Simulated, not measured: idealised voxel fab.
This is a process module. Its name is voxel wiring stack.
This is section cut - it's 190 nm across, gridded in 5 nm square cells.
Cross-section layout: square cells on a grid; listed as bands, top to bottom; a band spans one or more cell rows. The band entry comprises the height of the band's top followed by the height of its bottom, expressed in nm, and subsequently the band's materials from left to right, each stated together with its width in nm. Where a single material is marked with the word "everywhere", that material fills the band from edge to edge. The word "empty" represents empty space. Where do heights start? At 0: under that level the wafer as delivered is made of one material only. And the lowest band has no floor; it just carries on downward, as in "0 and below". The width entry "30 to 40" should be interpreted row by row: the top row of cells in the band takes the first number, the bottom row takes the second number, and the change between adjacent rows is uniform throughout. Basically "no change" means that step didn't change any cell in the cross-section. Each empty space that has no open way to the top and spans at least 8 cells appears under "Entrapped void list" as width x height at distance, the distance counted from the left edge, all in nm. Post-settings text on a step line: simulator's own remark regarding the step. The optional step-line setting "overlay nm" applies to steps with a mask and quantifies how far to the right of its planned location the mask lay, a negative value indicating leftward placement.

-- Planned process steps
1) RECEIVE with material Si
2) CONFORMAL_DEP with material SiO2, thk nm 15
3) CONFORMAL_DEP with material SiN, thk nm 5
4) DIRECTIONAL_DEP with material SiO2, thk nm 20
5) PATTERN with tone open, mask id METAL_1, material resist, width nm 25, pitch nm 40, thk nm 20, overlay nm 0
6) DIRECTIONAL_ETCH with etch materials SiO2, depth nm 20
7) DIRECTIONAL_ETCH with etch materials SiN, depth nm 5
8) STRIP with etch materials resist
9) CONFORMAL_DEP with material TiN, thk nm 5
10) FILL_DEP with material W, thk nm 5
11) CMP with height nm 40
12) EPI with material Ru, thk nm 5
13) FILL_DEP with material SiCN, thk nm 5
14) DIRECTIONAL_DEP with material SiO2, thk nm 30
15) DIRECTIONAL_DEP with material aC, thk nm 10
16) PATTERN with tone open, mask id METAL_2, material resist, width nm 25, pitch nm 40, thk nm 30, overlay nm 0
17) DIRECTIONAL_ETCH with etch materials aC, depth nm 10
18) STRIP with etch materials resist
19) DIRECTIONAL_ETCH with etch materials SiO2, depth nm 15
20) STRIP with etch materials aC
21) PATTERN with tone open, mask id METAL_2_HOLES, material resist, width nm 15, thk nm 15, overlay nm 0
22) DIRECTIONAL_ETCH with etch materials SiO2, depth nm 15
23) DIRECTIONAL_ETCH with etch materials SiCN, depth nm 5
24) STRIP with etch materials resist
25) CONFORMAL_DEP with material TiN, thk nm 5
26) FILL_DEP with material Ru, thk nm 10
27) CMP with height nm 80
28) CONFORMAL_DEP with material SiCN, thk nm 5
29) DIRECTIONAL_DEP with material SiO2, thk nm 15
30) DIRECTIONAL_DEP with material aC, thk nm 15
31) PATTERN with tone open, mask id PLUG_2, material resist, width nm 15, thk nm 35, overlay nm 0
32) DIRECTIONAL_ETCH with etch materials aC, depth nm 15
33) STRIP with etch materials resist
34) DIRECTIONAL_ETCH with etch materials SiO2, depth nm 15
35) DIRECTIONAL_ETCH with etch materials SiCN, depth nm 5
36) STRIP with etch materials aC
37) CONFORMAL_DEP with material TiN, thk nm 5
38) FILL_DEP with material Ru, thk nm 5
39) CMP with height nm 100
40) DIRECTIONAL_DEP with material TiN, thk nm 5
41) DIRECTIONAL_DEP with material W, thk nm 20
42) PATTERN with tone cover, mask id METAL_3, material resist, width nm 25, pitch nm 40, thk nm 20, overlay nm 0
43) DIRECTIONAL_ETCH with etch materials W, depth nm 20
44) DIRECTIONAL_ETCH with etch materials TiN, depth nm 5
45) STRIP with etch materials resist
46) CONFORMAL_DEP with material SiN, thk nm 5
47) FILL_DEP with material SiO2, thk nm 5
48) CMP with height nm 125
49) CONFORMAL_DEP with material SiCN, thk nm 5

-- Cross-section of the incoming wafer, state after step 1
0 and below: Si everywhere
Entrapped void list: none

-- Cross-section taken at module completion on the first of two wafers; processed per the plan
130 down to 125: SiCN everywhere
125 down to 105: SiO2=55, SiN=5, W=25, SiN=5, SiO2=5, SiN=5, W=25, SiN=5, SiO2=60
105 down to 100: SiN=60, TiN=25, SiN=15, TiN=25, SiN=65
100 down to 85: SiO2=60, TiN=5, Ru=5, TiN=5, SiO2=115
85 down to 80: SiCN=60, TiN=15, SiCN=115
80 down to 70: SiO2=60, TiN=5, Ru=15, TiN=5, SiO2=15, TiN=5, Ru=15, TiN=5, SiO2=65
70 down to 65: SiO2=60, TiN=5, Ru=5, TiN=15, SiO2=15, TiN=25, SiO2=65
65 down to 50: SiO2=60, TiN=5, Ru=5, TiN=5, SiO2=115
50 down to 45: SiCN=60, TiN=15, SiCN=115
45 down to 40: SiCN=55, Ru=35, SiCN=5, Ru=35, SiCN=60
40 down to 20: SiO2=60, TiN=5, W=15, TiN=5, SiO2=15, TiN=5, W=15, TiN=5, SiO2=65
20 down to 15: SiN=60, TiN=25, SiN=15, TiN=25, SiN=65
15 down to 0: SiO2 everywhere
0 and below: Si everywhere
Entrapped void list: none

-- End-of-module cross-section of the second wafer: identical starting point and process plan to the first, with one processing mistake
130 down to 125: SiCN everywhere
125 down to 105: SiO2=55, SiN=5, W=25, SiN=5, SiO2=5, SiN=5, W=25, SiN=5, SiO2=60
105 down to 100: SiN=60, TiN=25, SiN=15, TiN=25, SiN=65
100 down to 85: SiO2=60, TiN=5, Ru=5, TiN=5, SiO2=115
85 down to 80: SiCN=60, TiN=15, SiCN=115
80 down to 70: SiO2=60, TiN=5, Ru=15, TiN=5, SiO2=15, TiN=5, Ru=15, TiN=5, SiO2=65
70 down to 65: SiO2=60, TiN=5, Ru=5, TiN=15, SiO2=15, TiN=25, SiO2=65
65 down to 50: SiO2=60, TiN=5, Ru=5, TiN=5, SiO2=115
50 down to 45: SiCN=60, TiN=15, SiCN=115
45 down to 40: SiCN=55, Ru=35, SiCN=5, Ru=35, SiCN=60
40 down to 35: SiO2=60, TiN=5, W=15, TiN=5, SiO2=15, TiN=5, W=15, TiN=5, SiO2=65
35 down to 30: SiN=60, TiN=25, SiN=15, TiN=25, SiN=65
30 down to 0: SiO2 everywhere
0 and below: Si everywhere
Entrapped void list: none
Which mistake was made when the wafer was run? twice, step 2 of the plan was run
Bottom line after processing is that, in cells, the second wafer is up or down on some materials versus the first: SiO2: 30 more, TiN: 12 fewer, W: 18 fewer
